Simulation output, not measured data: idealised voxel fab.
process module | voxel released beams
cross-section cut | 240 nm wide | cells 5 nm
A cross-section is a grid of square cells, given in bands from the top down. A band is one or more rows of cells.
Each band's line starts with the height of the band's top and of its bottom, in nm. Then come its materials from left to right, each with its width in nm. One material with "throughout" fills the band from edge to edge. "air" is empty space.
Height 0 is the level under which the wafer as received is all one material. The lowest band goes on downwards, as in "0 down".
A width such as "30 to 40" changes by the same amount from each row of cells to the next, from the band's top row to its bottom row.
"no change" after a step means that no cell of the cross-section changed.
closed voids: empty space of 8 cells or more with no open way to the top, each as width x height at its distance from the left edge, in nm
after a step's settings: what the simulator itself notes on the step
overlay nm, on a step with a mask: how far to the right of its planned place the mask lay; to the left if negative
plan
1 op RECEIVE | material Si
2 op CONFORMAL_DEP | material SiN | thk nm 5
3 op DIRECTIONAL_DEP | material SiO2 | thk nm 15
4 op PATTERN | tone open | mask id ANCHOR | material resist | width nm 40 | thk nm 15 | overlay nm 0
5 op DIRECTIONAL_ETCH | etch materials SiO2 | depth nm 15
6 op STRIP | etch materials resist
7 op CONFORMAL_DEP | material TiN | thk nm 15
8 op MASKED_ETCH | tone cover | mask id BEAM | width nm 85 | etch materials TiN | depth nm 15 | overlay nm 0
9 op STRIP | etch materials SiO2
as received, after step 1
  0 down: Si throughout
  closed voids: none
a wafer at the end: this start, this plan, one mistake
  50 to 35: air 75 | TiN 85 | air 80
  35 to 20: TiN throughout
  20 to 5: SiO2 80 | TiN 40 | SiO2 120
  5 to 0: SiN throughout
  0 down: Si throughout
  closed voids: none
what went wrong: step 7 was run twice
